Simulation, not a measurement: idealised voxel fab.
The following is a process module called voxel self aligned contacts.
Cross-section cut: width 225 nm, square cells of 5 nm.
Square cells in a grid make up a cross-section in this document, and the grid is given as bands, listed from the top down, each one or more rows of cells.
Heights first: top, then bottom, in nm. Then materials, left to right, each with a width in nm. "edge to edge" on a single material: fills the band edge to edge. "air": empty space.
Below 0: as-received wafer, all one material; heights counted from there. Lowest band: no bottom, goes on down, written "z 0 and below".
Note: "30..40" means the width goes from the first number (top row of the band) to the second number (bottom row) in equal steps per row of cells.
What does "all unchanged" mean for a step? It means no cell of the cross-section changed in that step.
Enclosed voids (no open way to top), threshold 8 cells or more, entry "Entrapped void list", notation width x height at distance, distance from left edge, nm.
It should be noted that, on the line of a given step, the content following the step's settings is a remark produced by the simulator itself with respect to that step.
overlay nm: right-of-plan distance of the mask on a masked step; negative values mean left-of-plan.
**Planned step list for the process**
1. RECEIVE: material Si
2. OXIDIZE: depth nm 5
3. DIRECTIONAL_DEP: material polySi, thk nm 30
4. DIRECTIONAL_DEP: material SiN, thk nm 20
5. PATTERN: tone cover, mask id GATE, material resist, width nm 35, pitch nm 65, thk nm 15, overlay nm 0
6. DIRECTIONAL_ETCH: etch materials SiN, depth nm 20
7. DIRECTIONAL_ETCH: etch materials polySi, depth nm 30
8. STRIP: etch materials resist
9. CONFORMAL_DEP: material SiN, thk nm 5
10. DIRECTIONAL_ETCH: etch materials SiN, depth nm 5
11. FILL_DEP: material SiO2, thk nm 15
12. CMP: height nm 60
13. DIRECTIONAL_DEP: material aC, thk nm 15
14. PATTERN: tone open, mask id CONTACT, material resist, width nm 50, pitch nm 65, thk nm 30, overlay nm 0
15. DIRECTIONAL_ETCH: etch materials aC, depth nm 15
16. STRIP: etch materials resist
17. DIRECTIONAL_ETCH: etch materials SiO2, depth nm 65
18. STRIP: etch materials aC
19. CONFORMAL_DEP: material TiN, thk nm 5
20. FILL_DEP: material W, thk nm 10
21. CMP: height nm 60
22. CONFORMAL_DEP: material SiN, thk nm 5
**Cross-section of the wafer upon arrival, representing the state reached after step 1**
> z 0 and below  Si edge to edge
> Entrapped void list: none
**Here's the cross-section of the first of our two wafers at the end of the module - it ran as planned**
> z 65 to 60  SiN edge to edge
> z 60 to 50  SiO2 55 nm, then TiN 5..20 nm, then W 40..10 nm, then TiN 5..20 nm, then SiO2 15 nm, then TiN 5..20 nm, then W 40..10 nm, then TiN 5..20 nm, then SiO2 55 nm
> z 50 to 30  SiO2 25 nm, then SiN 45 nm, then TiN 5 nm, then W 10 nm, then TiN 5 nm, then SiN 45 nm, then TiN 5 nm, then W 10 nm, then TiN 5 nm, then SiN 45 nm, then SiO2 25 nm
> z 30 to 0  SiO2 25 nm, then SiN 5 nm, then polySi 35 nm, then SiN 5 nm, then TiN 5 nm, then W 10 nm, then TiN 5 nm, then SiN 5 nm, then polySi 35 nm, then SiN 5 nm, then TiN 5 nm, then W 10 nm, then TiN 5 nm, then SiN 5 nm, then polySi 35 nm, then SiN 5 nm, then SiO2 25 nm
> z 0 to -5  SiO2 70 nm, then TiN 20 nm, then SiO2 45 nm, then TiN 20 nm, then SiO2 70 nm
> z -5 and below  Si edge to edge
> Entrapped void list: none
**second wafer at the end: like start, like plan, one mistake**
> z 65 to 60  SiN edge to edge
> z 60 to 50  SiO2 55 nm, then TiN 5..20 nm, then W 40..10 nm, then TiN 5..20 nm, then SiO2 15 nm, then TiN 5..20 nm, then W 40..10 nm, then TiN 5..20 nm, then SiO2 55 nm
> z 50 to 30  SiO2 25 nm, then SiN 45 nm, then TiN 5 nm, then W 10 nm, then TiN 5 nm, then SiN 45 nm, then TiN 5 nm, then W 10 nm, then TiN 5 nm, then SiN 45 nm, then SiO2 25 nm
> z 30 to 5  SiO2 25 nm, then SiN 5 nm, then polySi 35 nm, then SiN 5 nm, then TiN 5 nm, then W 10 nm, then TiN 5 nm, then SiN 5 nm, then polySi 35 nm, then SiN 5 nm, then TiN 5 nm, then W 10 nm, then TiN 5 nm, then SiN 5 nm, then polySi 35 nm, then SiN 5 nm, then SiO2 25 nm
> z 5 to 0  SiO2 25 nm, then SiN 5 nm, then polySi 35 nm, then SiN 5 nm, then TiN 20 nm, then SiN 5 nm, then polySi 35 nm, then SiN 5 nm, then TiN 20 nm, then SiN 5 nm, then polySi 35 nm, then SiN 5 nm, then SiO2 25 nm
> z 0 and below  Si edge to edge
> Entrapped void list: none
What was the processing mistake? plan step 2: skipped, not run
Upon completion, the second wafer contains, in terms of cells, a greater or smaller amount of certain materials than the first wafer: Si +45, SiO2 -37, TiN -4, W -4
